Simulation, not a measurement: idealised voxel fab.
Name of the process module below: voxel air gaps
In the cross-section labelled cut, the width is 220 nm and each square cell is 5 nm.
A cross-section is a grid of square cells, given in bands from the top down. A band is one or more rows of cells. It is stipulated that each band's entry specify, in nanometres, the height of the top of the band and then that of its bottom, followed by the materials of the band in left-to-right sequence, each together with its width in nanometres. A single material marked by the word "throughout" is understood to fill the band from edge to edge; the word "air" is understood to denote empty space. The reference from which all heights are counted is 0, the level beneath which the as-received wafer is entirely one material; the lowest band, having no lower bound, proceeds downward and is written after the example "0 and below". Width: "30->40" (first number = top row, second number = bottom row, same change from row to row of cells). No cell of the cross-section changed in a step that is given as "remains unaltered". "Sealed cavities" lists enclosed empty spaces (at least 8 cells, no open path upward to the top), each as width x height at distance from the left edge, in nm. It should be noted that, on the line of a given step, the content following the step's settings is a remark produced by the simulator itself with respect to that step. overlay nm: mask offset rightward from planned place, masked step; negative means leftward offset.
The following list gives the planned process steps:
step 1: RECEIVE | material Si
step 2: CONFORMAL_DEP | material SiO2 | thk nm 15
step 3: CONFORMAL_DEP | material SiCN | thk nm 5
step 4: DIRECTIONAL_DEP | material SiO2 | thk nm 30
step 5: DIRECTIONAL_DEP | material aC | thk nm 10
step 6: PATTERN | tone open | mask id LINES | material resist | width nm 20 | pitch nm 45 | thk nm 30 | overlay nm 0
step 7: DIRECTIONAL_ETCH | etch materials aC | depth nm 10
step 8: STRIP | etch materials resist
step 9: DIRECTIONAL_ETCH | etch materials SiO2 | depth nm 30
step 10: STRIP | etch materials aC
step 11: CONFORMAL_DEP | material TiN | thk nm 5
step 12: FILL_DEP | material W | thk nm 10
step 13: CMP | height nm 50
step 14: EPI | material Ru | thk nm 10
step 15: SELECTIVE_ETCH | etch materials SiO2 | depth nm 40
step 16: CONFORMAL_DEP | material SiCN | thk nm 5
The following pertains to the first of two wafers, which was processed as planned:
Shown in cross-section is the wafer as received, that is, as it stands after step 1:
> 0 and below  Si throughout
> Sealed cavities: none
The wafer, seen in cross-section, after step 2:
> 15 down to 0  SiO2 throughout
> Everything under 0 stays put, no change at all.
The wafer, seen in cross-section, after step 3:
> 20 down to 15  SiCN throughout
> Everything under 15 stays put, no change at all.
The wafer, seen in cross-section, after step 4:
> 50 down to 20  SiO2 throughout
> Everything under 20 stays put, no change at all.
The wafer, seen in cross-section, after step 5:
> 60 down to 50  aC throughout
> Everything under 50 stays put, no change at all.
The wafer, seen in cross-section, after step 6:
> 90 down to 60  resist 30 nm  air 20 nm  resist 25 nm  air 20 nm  resist 25 nm  air 20 nm  resist 25 nm  air 20 nm  resist 35 nm
> Everything under 60 stays put, no change at all.
The wafer, seen in cross-section, after step 7:
> 80 down to 60  resist 30 nm  air 20 nm  resist 25 nm  air 20 nm  resist 25 nm  air 20 nm  resist 25 nm  air 20 nm  resist 35 nm
> 60 down to 50  aC 30 nm  air 20 nm  aC 25 nm  air 20 nm  aC 25 nm  air 20 nm  aC 25 nm  air 20 nm  aC 35 nm
> Everything under 50 stays put, no change at all.
The wafer, seen in cross-section, after step 8:
> 60 down to 50  aC 30 nm  air 20 nm  aC 25 nm  air 20 nm  aC 25 nm  air 20 nm  aC 25 nm  air 20 nm  aC 35 nm
> Everything under 50 stays put, no change at all.
The wafer, seen in cross-section, after step 9:
> 60 down to 50  aC 30 nm  air 20 nm  aC 25 nm  air 20 nm  aC 25 nm  air 20 nm  aC 25 nm  air 20 nm  aC 35 nm
> 50 down to 20  SiO2 30 nm  air 20 nm  SiO2 25 nm  air 20 nm  SiO2 25 nm  air 20 nm  SiO2 25 nm  air 20 nm  SiO2 35 nm
> Everything under 20 stays put, no change at all.
The wafer, seen in cross-section, after step 10:
> 50 down to 20  SiO2 30 nm  air 20 nm  SiO2 25 nm  air 20 nm  SiO2 25 nm  air 20 nm  SiO2 25 nm  air 20 nm  SiO2 35 nm
> Everything under 20 stays put, no change at all.
The wafer, seen in cross-section, after step 11:
> 55 down to 50  TiN 35 nm  air 10 nm  TiN 35 nm  air 10 nm  TiN 35 nm  air 10 nm  TiN 35 nm  air 10 nm  TiN 40 nm
> 50 down to 25  SiO2 30 nm  TiN 5 nm  air 10 nm  TiN 5 nm  SiO2 25 nm  TiN 5 nm  air 10 nm  TiN 5 nm  SiO2 25 nm  TiN 5 nm  air 10 nm  TiN 5 nm  SiO2 25 nm  TiN 5 nm  air 10 nm  TiN 5 nm  SiO2 35 nm
> 25 down to 20  SiO2 30 nm  TiN 20 nm  SiO2 25 nm  TiN 20 nm  SiO2 25 nm  TiN 20 nm  SiO2 25 nm  TiN 20 nm  SiO2 35 nm
> Everything under 20 stays put, no change at all.
The wafer, seen in cross-section, after step 12:
> 65 down to 55  W throughout
> 55 down to 50  TiN 35 nm  W 10 nm  TiN 35 nm  W 10 nm  TiN 35 nm  W 10 nm  TiN 35 nm  W 10 nm  TiN 40 nm
> 50 down to 25  SiO2 30 nm  TiN 5 nm  W 10 nm  TiN 5 nm  SiO2 25 nm  TiN 5 nm  W 10 nm  TiN 5 nm  SiO2 25 nm  TiN 5 nm  W 10 nm  TiN 5 nm  SiO2 25 nm  TiN 5 nm  W 10 nm  TiN 5 nm  SiO2 35 nm
> Everything under 25 stays put, no change at all.
The wafer, seen in cross-section, after step 13:
> 50 down to 25  SiO2 30 nm  TiN 5 nm  W 10 nm  TiN 5 nm  SiO2 25 nm  TiN 5 nm  W 10 nm  TiN 5 nm  SiO2 25 nm  TiN 5 nm  W 10 nm  TiN 5 nm  SiO2 25 nm  TiN 5 nm  W 10 nm  TiN 5 nm  SiO2 35 nm
> Everything under 25 stays put, no change at all.
The wafer, seen in cross-section, after step 14:
> 60 down to 50  air 20 nm  Ru 40 nm  air 5 nm  Ru 40 nm  air 5 nm  Ru 40 nm  air 5 nm  Ru 40 nm  air 25 nm
> Everything under 50 stays put, no change at all.
The wafer, seen in cross-section, after step 15:
> 60 down to 50  air 20 nm  Ru 40 nm  air 5 nm  Ru 40 nm  air 5 nm  Ru 40 nm  air 5 nm  Ru 40 nm  air 25 nm
> 50 down to 25  air 30 nm  TiN 5 nm  W 10 nm  TiN 5 nm  air 25 nm  TiN 5 nm  W 10 nm  TiN 5 nm  air 25 nm  TiN 5 nm  W 10 nm  TiN 5 nm  air 25 nm  TiN 5 nm  W 10 nm  TiN 5 nm  air 35 nm
> 25 down to 20  air 30 nm  TiN 20 nm  air 25 nm  TiN 20 nm  air 25 nm  TiN 20 nm  air 25 nm  TiN 20 nm  air 35 nm
> Everything under 20 stays put, no change at all.
The wafer, seen in cross-section, after step 16:
> 65 down to 60  air 15 nm  SiCN 185 nm  air 20 nm
> 60 down to 50  air 15 nm  SiCN 5 nm  Ru 40 nm  SiCN 5 nm  Ru 40 nm  SiCN 5 nm  Ru 40 nm  SiCN 5 nm  Ru 40 nm  SiCN 5 nm  air 20 nm
> 50 down to 45  air 15 nm  SiCN 15 nm  TiN 5 nm  W 10 nm  TiN 5 nm  SiCN 25 nm  TiN 5 nm  W 10 nm  TiN 5 nm  SiCN 25 nm  TiN 5 nm  W 10 nm  TiN 5 nm  SiCN 25 nm  TiN 5 nm  W 10 nm  TiN 5 nm  SiCN 15 nm  air 20 nm
> 45 down to 25  air 25 nm  SiCN 5 nm  TiN 5 nm  W 10 nm  TiN 5 nm  SiCN 5 nm  air 15 nm  SiCN 5 nm  TiN 5 nm  W 10 nm  TiN 5 nm  SiCN 5 nm  air 15 nm  SiCN 5 nm  TiN 5 nm  W 10 nm  TiN 5 nm  SiCN 5 nm  air 15 nm  SiCN 5 nm  TiN 5 nm  W 10 nm  TiN 5 nm  SiCN 5 nm  air 30 nm
> 25 down to 20  SiCN 30 nm  TiN 20 nm  SiCN 25 nm  TiN 20 nm  SiCN 25 nm  TiN 20 nm  SiCN 25 nm  TiN 20 nm  SiCN 35 nm
> Everything under 20 stays put, no change at all.
> Sealed cavities: 15 x 20 at 55; 15 x 20 at 100; 15 x 20 at 145
The second wafer was prepared from the same starting point and under the same plan as the first; its processing contained one mistake, and it remains indistinguishable from the first wafer up to and including step 1:
Second wafer cross-section, taken as of the time the plan sets for step 2 to be done:
> 30 down to 0  SiO2 throughout
> Everything under 0 stays put, no change at all.
Second wafer cross-section, taken as of the time the plan sets for step 3 to be done:
> 35 down to 30  SiCN throughout
> Everything under 30 stays put, no change at all.
Second wafer cross-section, taken as of the time the plan sets for step 4 to be done:
> 65 down to 35  SiO2 throughout
> Everything under 35 stays put, no change at all.
Second wafer cross-section, taken as of the time the plan sets for step 5 to be done:
> 75 down to 65  aC throughout
> Everything under 65 stays put, no change at all.
Second wafer cross-section, taken as of the time the plan sets for step 6 to be done:
> 105 down to 75  resist 30 nm  air 20 nm  resist 25 nm  air 20 nm  resist 25 nm  air 20 nm  resist 25 nm  air 20 nm  resist 35 nm
> Everything under 75 stays put, no change at all.
Second wafer cross-section, taken as of the time the plan sets for step 7 to be done:
> 95 down to 75  resist 30 nm  air 20 nm  resist 25 nm  air 20 nm  resist 25 nm  air 20 nm  resist 25 nm  air 20 nm  resist 35 nm
> 75 down to 65  aC 30 nm  air 20 nm  aC 25 nm  air 20 nm  aC 25 nm  air 20 nm  aC 25 nm  air 20 nm  aC 35 nm
> Everything under 65 stays put, no change at all.
Second wafer cross-section, taken as of the time the plan sets for step 8 to be done:
> 75 down to 65  aC 30 nm  air 20 nm  aC 25 nm  air 20 nm  aC 25 nm  air 20 nm  aC 25 nm  air 20 nm  aC 35 nm
> Everything under 65 stays put, no change at all.
Second wafer cross-section, taken as of the time the plan sets for step 9 to be done:
> 75 down to 65  aC 30 nm  air 20 nm  aC 25 nm  air 20 nm  aC 25 nm  air 20 nm  aC 25 nm  air 20 nm  aC 35 nm
> 65 down to 35  SiO2 30 nm  air 20 nm  SiO2 25 nm  air 20 nm  SiO2 25 nm  air 20 nm  SiO2 25 nm  air 20 nm  SiO2 35 nm
> Everything under 35 stays put, no change at all.
Second wafer cross-section, taken as of the time the plan sets for step 10 to be done:
> 65 down to 35  SiO2 30 nm  air 20 nm  SiO2 25 nm  air 20 nm  SiO2 25 nm  air 20 nm  SiO2 25 nm  air 20 nm  SiO2 35 nm
> Everything under 35 stays put, no change at all.
Second wafer cross-section, taken as of the time the plan sets for step 11 to be done:
> 70 down to 65  TiN 35 nm  air 10 nm  TiN 35 nm  air 10 nm  TiN 35 nm  air 10 nm  TiN 35 nm  air 10 nm  TiN 40 nm
> 65 down to 40  SiO2 30 nm  TiN 5 nm  air 10 nm  TiN 5 nm  SiO2 25 nm  TiN 5 nm  air 10 nm  TiN 5 nm  SiO2 25 nm  TiN 5 nm  air 10 nm  TiN 5 nm  SiO2 25 nm  TiN 5 nm  air 10 nm  TiN 5 nm  SiO2 35 nm
> 40 down to 35  SiO2 30 nm  TiN 20 nm  SiO2 25 nm  TiN 20 nm  SiO2 25 nm  TiN 20 nm  SiO2 25 nm  TiN 20 nm  SiO2 35 nm
> Everything under 35 stays put, no change at all.
Second wafer cross-section, taken as of the time the plan sets for step 12 to be done:
> 80 down to 70  W throughout
> 70 down to 65  TiN 35 nm  W 10 nm  TiN 35 nm  W 10 nm  TiN 35 nm  W 10 nm  TiN 35 nm  W 10 nm  TiN 40 nm
> 65 down to 40  SiO2 30 nm  TiN 5 nm  W 10 nm  TiN 5 nm  SiO2 25 nm  TiN 5 nm  W 10 nm  TiN 5 nm  SiO2 25 nm  TiN 5 nm  W 10 nm  TiN 5 nm  SiO2 25 nm  TiN 5 nm  W 10 nm  TiN 5 nm  SiO2 35 nm
> Everything under 40 stays put, no change at all.
Second wafer cross-section, taken as of the time the plan sets for step 13 to be done:
> 50 down to 40  SiO2 30 nm  TiN 5 nm  W 10 nm  TiN 5 nm  SiO2 25 nm  TiN 5 nm  W 10 nm  TiN 5 nm  SiO2 25 nm  TiN 5 nm  W 10 nm  TiN 5 nm  SiO2 25 nm  TiN 5 nm  W 10 nm  TiN 5 nm  SiO2 35 nm
> Everything under 40 stays put, no change at all.
Second wafer cross-section, taken as of the time the plan sets for step 14 to be done:
> 60 down to 50  air 20 nm  Ru 40 nm  air 5 nm  Ru 40 nm  air 5 nm  Ru 40 nm  air 5 nm  Ru 40 nm  air 25 nm
> Everything under 50 stays put, no change at all.
Second wafer cross-section, taken as of the time the plan sets for step 15 to be done:
> 60 down to 50  air 20 nm  Ru 40 nm  air 5 nm  Ru 40 nm  air 5 nm  Ru 40 nm  air 5 nm  Ru 40 nm  air 25 nm
> 50 down to 40  air 30 nm  TiN 5 nm  W 10 nm  TiN 5 nm  air 25 nm  TiN 5 nm  W 10 nm  TiN 5 nm  air 25 nm  TiN 5 nm  W 10 nm  TiN 5 nm  air 25 nm  TiN 5 nm  W 10 nm  TiN 5 nm  air 35 nm
> 40 down to 35  air 30 nm  TiN 20 nm  air 25 nm  TiN 20 nm  air 25 nm  TiN 20 nm  air 25 nm  TiN 20 nm  air 35 nm
> Everything under 35 stays put, no change at all.
Second wafer cross-section, taken as of the time the plan sets for step 16 to be done:
> 65 down to 60  air 15 nm  SiCN 185 nm  air 20 nm
> 60 down to 50  air 15 nm  SiCN 5 nm  Ru 40 nm  SiCN 5 nm  Ru 40 nm  SiCN 5 nm  Ru 40 nm  SiCN 5 nm  Ru 40 nm  SiCN 5 nm  air 20 nm
> 50 down to 45  air 15 nm  SiCN 15 nm  TiN 5 nm  W 10 nm  TiN 5 nm  SiCN 25 nm  TiN 5 nm  W 10 nm  TiN 5 nm  SiCN 25 nm  TiN 5 nm  W 10 nm  TiN 5 nm  SiCN 25 nm  TiN 5 nm  W 10 nm  TiN 5 nm  SiCN 15 nm  air 20 nm
> 45 down to 40  air 25 nm  SiCN 5 nm  TiN 5 nm  W 10 nm  TiN 5 nm  SiCN 5 nm  air 15 nm  SiCN 5 nm  TiN 5 nm  W 10 nm  TiN 5 nm  SiCN 5 nm  air 15 nm  SiCN 5 nm  TiN 5 nm  W 10 nm  TiN 5 nm  SiCN 5 nm  air 15 nm  SiCN 5 nm  TiN 5 nm  W 10 nm  TiN 5 nm  SiCN 5 nm  air 30 nm
> 40 down to 35  SiCN 30 nm  TiN 20 nm  SiCN 25 nm  TiN 20 nm  SiCN 25 nm  TiN 20 nm  SiCN 25 nm  TiN 20 nm  SiCN 35 nm
> Everything under 35 stays put, no change at all.
Diagnosis: the plan's step 2 ran twice
Once processing is complete, comparing cell counts shows that the second wafer has more or fewer of certain materials than the first: 24 fewer of SiCN, 132 more of SiO2, 24 fewer of TiN, 24 fewer of W
Upon completion, the first wafer exhibits 3 closed voids and the second wafer exhibits 0.
